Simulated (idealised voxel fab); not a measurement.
Process module under the name voxel released beams
Pictured: cross-section cut, 165 nm wide, on a grid of 5 nm square cells.
Heads up, the way a cross-section reads in here is a grid of square cells, handed over as bands from the top down, with every band being one or more rows of cells.
Within each band entry, the heights of the top and of the bottom of the band appear first, in that order and in nm; the materials of the band then follow from left to right, each with its corresponding width in nm. The designation "throughout" on a single material indicates that it fills the band from edge to edge; the designation "air" indicates empty space.
Heights are reckoned from 0. Under this level, the received wafer is all of one material. The bottommost band is open-ended downward, for example "0 and below".
The notation "30->40" denotes a width that varies across the rows of cells in the band, beginning at the first number in the top row, finishing at the second number in the bottom row, and changing by an identical amount from each row to the next.
Basically "remained unchanged" means that step didn't change any cell in the cross-section.
Voids not open to the top, 8 cells minimum: see "Closed-off voids". Written width x height at distance; distance is from the left edge; nm.
On a step's line, text after the settings is the simulator commenting on that step.
If you see "overlay nm" on a step's line and that step has a mask, it's telling you how far right of where it was planned the mask ended up; a negative number means it went left instead.
[plan]
- 1: RECEIVE,material Si
- 2: CONFORMAL_DEP,material Al2O3,thk nm 10
- 3: DIRECTIONAL_DEP,material SiO2,thk nm 15
- 4: PATTERN,tone open,mask id ANCHOR,material resist,width nm 30,thk nm 15,overlay nm 0
- 5: DIRECTIONAL_ETCH,etch materials SiO2,depth nm 15
- 6: STRIP,etch materials resist
- 7: CONFORMAL_DEP,material W,thk nm 10
- 8: PATTERN,tone cover,mask id BEAM,material resist,width nm 110,thk nm 20,overlay nm 0
- 9: DIRECTIONAL_ETCH,etch materials W,depth nm 10
- 10: STRIP,etch materials resist
- 11: STRIP,etch materials SiO2
[So, the first of our two wafers, run just as we planned it]
[Cross-section of the wafer upon arrival, representing the state reached after step 1]
    0 and below = Si throughout
    Closed-off voids: none
[Step 2 complete: cross-section through the wafer]
    10 down to 0 = Al2O3 throughout
    Note: structure below 0 unchanged.
[Step 3 complete: cross-section through the wafer]
    25 down to 10 = SiO2 throughout
    Note: structure below 10 unchanged.
[Step 4 complete: cross-section through the wafer]
    40 down to 25 = 30 resist, then 30 air, then 105 resist
    Note: structure below 25 unchanged.
[Step 5 complete: cross-section through the wafer]
    40 down to 25 = 30 resist, then 30 air, then 105 resist
    25 down to 10 = 30 SiO2, then 30 air, then 105 SiO2
    Note: structure below 10 unchanged.
[Step 6 complete: cross-section through the wafer]
    25 down to 10 = 30 SiO2, then 30 air, then 105 SiO2
    Note: structure below 10 unchanged.
[Step 7 complete: cross-section through the wafer]
    35 down to 25 = 40 W, then 10 air, then 115 W
    25 down to 20 = 30 SiO2, then 10 W, then 10 air, then 10 W, then 105 SiO2
    20 down to 10 = 30 SiO2, then 30 W, then 105 SiO2
    Note: structure below 10 unchanged.
[Step 8 complete: cross-section through the wafer]
    55 down to 35 = 25 air, then 110 resist, then 30 air
    35 down to 25 = 40 W, then 10 resist, then 115 W
    25 down to 20 = 30 SiO2, then 10 W, then 10 resist, then 10 W, then 105 SiO2
    Note: structure below 20 unchanged.
[Step 9 complete: cross-section through the wafer]
    55 down to 35 = 25 air, then 110 resist, then 30 air
    35 down to 25 = 25 air, then 15 W, then 10 resist, then 85 W, then 30 air
    Note: structure below 25 unchanged.
[Step 10 complete: cross-section through the wafer]
    35 down to 25 = 25 air, then 15 W, then 10 air, then 85 W, then 30 air
    25 down to 20 = 30 SiO2, then 10 W, then 10 air, then 10 W, then 105 SiO2
    Note: structure below 20 unchanged.
[Step 11 complete: cross-section through the wafer]
    35 down to 25 = 25 air, then 15 W, then 10 air, then 85 W, then 30 air
    25 down to 20 = 30 air, then 10 W, then 10 air, then 10 W, then 105 air
    20 down to 10 = 30 air, then 30 W, then 105 air
    Note: structure below 10 unchanged.
[Wafer two of two - same starting point, same process plan, one mistake in execution; matches wafer one up to and including step 3]
[Second wafer, cross-section, planned end of step 4]
    40 down to 25 = 25 resist, then 30 air, then 110 resist
    Note: structure below 25 unchanged.
[Second wafer, cross-section, planned end of step 5]
    40 down to 25 = 25 resist, then 30 air, then 110 resist
    25 down to 10 = 25 SiO2, then 30 air, then 110 SiO2
    Note: structure below 10 unchanged.
[Second wafer, cross-section, planned end of step 6]
    25 down to 10 = 25 SiO2, then 30 air, then 110 SiO2
    Note: structure below 10 unchanged.
[Second wafer, cross-section, planned end of step 7]
    35 down to 25 = 35 W, then 10 air, then 120 W
    25 down to 20 = 25 SiO2, then 10 W, then 10 air, then 10 W, then 110 SiO2
    20 down to 10 = 25 SiO2, then 30 W, then 110 SiO2
    Note: structure below 10 unchanged.
[Second wafer, cross-section, planned end of step 8]
    55 down to 35 = 25 air, then 110 resist, then 30 air
    35 down to 25 = 35 W, then 10 resist, then 120 W
    25 down to 20 = 25 SiO2, then 10 W, then 10 resist, then 10 W, then 110 SiO2
    Note: structure below 20 unchanged.
[Second wafer, cross-section, planned end of step 9]
    55 down to 35 = 25 air, then 110 resist, then 30 air
    35 down to 25 = 25 air, then 10 W, then 10 resist, then 90 W, then 30 air
    Note: structure below 25 unchanged.
[Second wafer, cross-section, planned end of step 10]
    35 down to 25 = 25 air, then 10 W, then 10 air, then 90 W, then 30 air
    25 down to 20 = 25 SiO2, then 10 W, then 10 air, then 10 W, then 110 SiO2
    Note: structure below 20 unchanged.
[Second wafer, cross-section, planned end of step 11]
    35 down to 25 = 25 air, then 10 W, then 10 air, then 90 W, then 30 air
    25 down to 20 = 25 air, then 10 W, then 10 air, then 10 W, then 110 air
    20 down to 10 = 25 air, then 30 W, then 110 air
    Note: structure below 10 unchanged.
The mistake made against the process plan was this: not per plan at step 4, really ran PATTERN,tone open,mask id ANCHOR,material resist,width nm 30,thk nm 15,overlay nm -5
At the end, each material covers as many cells on the second wafer as it does on the first, though the cells it covers are elsewhere.
